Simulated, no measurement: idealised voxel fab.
Presented below is a process module, voxel self aligned contacts.
Each square cell in cross-section cut measures 5 nm, and the section as a whole is 270 nm wide.
Square cells in a grid make up a cross-section in this document, and the grid is given as bands, listed from the top down, each one or more rows of cells. Band: top and bottom heights (nm) first, top before bottom; then materials from left to right, widths in nm. "all across" marks a sole material filling the band edge to edge. "empty" denotes empty space. Heads up on the height convention: 0 is the point under which the incoming wafer is all one material, and the lowest band has no bottom, it just keeps going down, like "0 and below". You'd read "30->40" like this: the band's top row of cells is as wide as the first number, its bottom row is as wide as the second, and going down, every row changes width by the same amount as the row before did. When a step is marked "remains unaltered", none of the cells in the cross-section changed during that step. Basically, "Closed cavities" tells you about the enclosed voids: empty spaces with no open way to the top, 8 cells or bigger, each written width x height at distance, where distance is from the left edge, all in nm. Where a step's line continues beyond its settings, the continuation is a remark by the simulator itself on that step. The "overlay nm" setting may appear on a step's line; for a step that uses a mask, it gives how far to the right of its planned position the mask lay, and a negative value indicates the left.
# Listed below are the process steps as planned
1 RECEIVE,material Si
2 CONFORMAL_DEP,material SiO2,thk nm 5
3 DIRECTIONAL_DEP,material polySi,thk nm 30
4 DIRECTIONAL_DEP,material SiN,thk nm 15
5 MASKED_ETCH,tone cover,mask id GATE,width nm 25,pitch nm 55,etch materials SiN,depth nm 15,overlay nm 0
6 MASKED_ETCH,tone cover,mask id GATE,width nm 25,pitch nm 55,etch materials polySi,depth nm 30,overlay nm 0
7 CONFORMAL_DEP,material SiN,thk nm 5
8 DIRECTIONAL_ETCH,etch materials SiN,depth nm 5
9 FILL_DEP,material SiO2,thk nm 10
10 CMP,height nm 55
11 DIRECTIONAL_DEP,material aC,thk nm 15
12 PATTERN,tone open,mask id CONTACT,material resist,width nm 40,thk nm 30,overlay nm 0
13 DIRECTIONAL_ETCH,etch materials aC,depth nm 15
14 STRIP,etch materials resist
15 DIRECTIONAL_ETCH,etch materials SiO2,depth nm 55
16 STRIP,etch materials aC
17 CONFORMAL_DEP,material TiN,thk nm 5
18 FILL_DEP,material W,thk nm 10
19 CMP,height nm 55
20 CONFORMAL_DEP,material SiN,thk nm 5
# Here's what the wafer looked like in cross-section when it arrived - that's after step 1
    0 and below  Si all across
    Closed cavities: none
# The first of the two wafers as seen in cross-section once the module was finished; processing followed the plan
    60 down to 55  SiN all across
    55 down to 50  SiO2: 115  TiN: 15  W: 10  TiN: 15  SiO2: 115
    50 down to 35  SiO2: 90  SiN: 35  TiN: 5  W: 10  TiN: 5  SiN: 35  SiO2: 90
    35 down to 5  SiO2: 90  SiN: 5  polySi: 25  SiN: 5  TiN: 5  W: 10  TiN: 5  SiN: 5  polySi: 25  SiN: 5  SiO2: 90
    5 down to 0  SiO2: 125  TiN: 20  SiO2: 125
    0 and below  Si all across
    Closed cavities: none
# End of module, second wafer, cross-section. Started like the first, planned like the first, run with one mistake
    60 down to 55  SiN all across
    55 down to 45  SiO2: 115  TiN: 5->15  W: 30->10  TiN: 5->15  SiO2: 115
    45 down to 30  SiO2: 90  SiN: 35  TiN: 5  W: 10  TiN: 5  SiN: 35  SiO2: 90
    30 down to 5  SiO2: 90  SiN: 5  polySi: 25  SiN: 5  TiN: 5  W: 10  TiN: 5  SiN: 5  polySi: 25  SiN: 5  SiO2: 90
    5 down to 0  SiO2: 90  SiN: 5  polySi: 25  SiN: 5  TiN: 20  SiN: 5  polySi: 25  SiN: 5  SiO2: 90
    0 and below  Si all across
    Closed cavities: none
Heads up, the wafer didn't run the way we planned it: plan step 2 skipped
Count the cells at the end and the second wafer has more or fewer of some materials than the first: SiO2 -4, W +4
